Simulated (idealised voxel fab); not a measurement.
The process module that follows is named voxel self aligned vias.
This is section cut - it's 265 nm across, gridded in 5 nm square cells.
A cross-section in this document is a grid of square cells, and it is written down as bands, the top band listed before the ones below it; a band is made up of one or more rows of cells.
The entry gives the band's vertical extent as a top height and a bottom height in nm, then its horizontal make-up as materials from left to right, each with a width in nm. "blank" stands for empty space; a single material marked "all across" fills the band edge to edge.
Height datum 0, below which the as-received substrate wafer is one material. Lowest band open at the bottom, running downward: "0 and below".
Quick explanation for "30 to 40": the width changes in equal steps down the rows of cells, from the first number in the band's top row to the second number in its bottom row.
"nothing different" after a step means that no cell of the cross-section changed.
The entry "closed voids" lists the empty spaces that cover at least 8 cells and have no open path to the top. Each is written as width x height at distance, where the distance is measured from the left edge and all three values are in nm.
Formally, on a step line, whatever follows the settings is a remark that the simulator itself makes on the step.
The setting "overlay nm" may be written on the line of a step. When the step uses a mask, the value reports how far to the right of the planned place the mask lay, and a negative value reports that it lay to the left.
List of planned process steps:
- 1: RECEIVE: material Si
- 2: CONFORMAL_DEP: material SiO2, thk nm 15
- 3: CONFORMAL_DEP: material SiCN, thk nm 5
- 4: DIRECTIONAL_DEP: material lowk, thk nm 30
- 5: MASKED_ETCH: tone open, mask id LINES, width nm 25, pitch nm 75, etch materials lowk, depth nm 30, overlay nm 0
- 6: CONFORMAL_DEP: material TiN, thk nm 5
- 7: FILL_DEP: material Ru, thk nm 10
- 8: CMP: height nm 50
- 9: SELECTIVE_ETCH: etch materials W Ru TiN, depth nm 5
- 10: FILL_DEP: material SiN, thk nm 10
- 11: CMP: height nm 50
- 12: DIRECTIONAL_DEP: material lowk, thk nm 20
- 13: PATTERN: tone open, mask id VIAS, material resist, width nm 45, thk nm 20, overlay nm 0
- 14: DIRECTIONAL_ETCH: etch materials lowk, depth nm 20
- 15: DIRECTIONAL_ETCH: etch materials SiN, depth nm 5
- 16: STRIP: etch materials resist
- 17: CONFORMAL_DEP: material TiN, thk nm 5
- 18: FILL_DEP: material W, thk nm 10
- 19: CMP: height nm 70
- 20: CONFORMAL_DEP: material SiN, thk nm 5
What follows covers the first of two wafers; it ran as planned:
Here's what the wafer looked like in cross-section when it arrived - that's after step 1:
0 and below | Si all across
closed voids: none
State of the wafer after step 2, shown in cross-section:
15 down to 0 | SiO2 all across
Note: structure below 0 unchanged.
State of the wafer after step 3, shown in cross-section:
20 down to 15 | SiCN all across
Note: structure below 15 unchanged.
State of the wafer after step 4, shown in cross-section:
50 down to 20 | lowk all across
Note: structure below 20 unchanged.
State of the wafer after step 5, shown in cross-section:
50 down to 20 | lowk (80)  blank (25)  lowk (50)  blank (25)  lowk (85)
Note: structure below 20 unchanged.
State of the wafer after step 6, shown in cross-section:
55 down to 50 | TiN (85)  blank (15)  TiN (60)  blank (15)  TiN (90)
50 down to 25 | lowk (80)  TiN (5)  blank (15)  TiN (5)  lowk (50)  TiN (5)  blank (15)  TiN (5)  lowk (85)
25 down to 20 | lowk (80)  TiN (25)  lowk (50)  TiN (25)  lowk (85)
Note: structure below 20 unchanged.
State of the wafer after step 7, shown in cross-section:
65 down to 55 | Ru all across
55 down to 50 | TiN (85)  Ru (15)  TiN (60)  Ru (15)  TiN (90)
50 down to 25 | lowk (80)  TiN (5)  Ru (15)  TiN (5)  lowk (50)  TiN (5)  Ru (15)  TiN (5)  lowk (85)
Note: structure below 25 unchanged.
State of the wafer after step 8, shown in cross-section:
50 down to 25 | lowk (80)  TiN (5)  Ru (15)  TiN (5)  lowk (50)  TiN (5)  Ru (15)  TiN (5)  lowk (85)
Note: structure below 25 unchanged.
State of the wafer after step 9, shown in cross-section:
50 down to 45 | lowk (80)  blank (25)  lowk (50)  blank (25)  lowk (85)
Note: structure below 45 unchanged.
State of the wafer after step 10, shown in cross-section:
60 down to 50 | SiN all across
50 down to 45 | lowk (80)  SiN (25)  lowk (50)  SiN (25)  lowk (85)
Note: structure below 45 unchanged.
State of the wafer after step 11, shown in cross-section:
50 down to 45 | lowk (80)  SiN (25)  lowk (50)  SiN (25)  lowk (85)
Note: structure below 45 unchanged.
State of the wafer after step 12, shown in cross-section:
70 down to 50 | lowk all across
Note: structure below 50 unchanged.
State of the wafer after step 13, shown in cross-section:
90 down to 70 | resist (70)  blank (45)  resist (150)
Note: structure below 70 unchanged.
State of the wafer after step 14, shown in cross-section:
90 down to 70 | resist (70)  blank (45)  resist (150)
70 down to 50 | lowk (70)  blank (45)  lowk (150)
Note: structure below 50 unchanged.
State of the wafer after step 15, shown in cross-section:
90 down to 70 | resist (70)  blank (45)  resist (150)
70 down to 50 | lowk (70)  blank (45)  lowk (150)
50 down to 45 | lowk (80)  blank (25)  lowk (50)  SiN (25)  lowk (85)
Note: structure below 45 unchanged.
State of the wafer after step 16, shown in cross-section:
70 down to 50 | lowk (70)  blank (45)  lowk (150)
Note: structure below 50 unchanged.
State of the wafer after step 17, shown in cross-section:
75 down to 70 | TiN (75)  blank (35)  TiN (155)
70 down to 55 | lowk (70)  TiN (5)  blank (35)  TiN (5)  lowk (150)
55 down to 50 | lowk (70)  TiN (15)  blank (15)  TiN (15)  lowk (150)
50 down to 45 | lowk (80)  TiN (25)  lowk (50)  SiN (25)  lowk (85)
Note: structure below 45 unchanged.
State of the wafer after step 18, shown in cross-section:
85 down to 75 | W all across
75 down to 70 | TiN (75)  W (35)  TiN (155)
70 down to 55 | lowk (70)  TiN (5)  W (35)  TiN (5)  lowk (150)
55 down to 50 | lowk (70)  TiN (15)  W (15)  TiN (15)  lowk (150)
Note: structure below 50 unchanged.
State of the wafer after step 19, shown in cross-section:
70 down to 55 | lowk (70)  TiN (5)  W (35)  TiN (5)  lowk (150)
Note: structure below 55 unchanged.
State of the wafer after step 20, shown in cross-section:
75 down to 70 | SiN all across
Note: structure below 70 unchanged.
Companion wafer, the second of two: same beginning, same intended sequence, one mistake in carrying it out; through step 18 inclusive it tracks the first exactly:
Second wafer, cut view, end of step 19 per plan: nothing different
Second wafer, cut view, end of step 20 per plan:
90 down to 85 | SiN all across
Note: structure below 85 unchanged.
Misprocessing identified: step 19 of the plan was bypassed and not carried out
Looking at both finished wafers in cells, the second ends up ahead of or behind the first on some materials: TiN: 46 more, W: 113 more
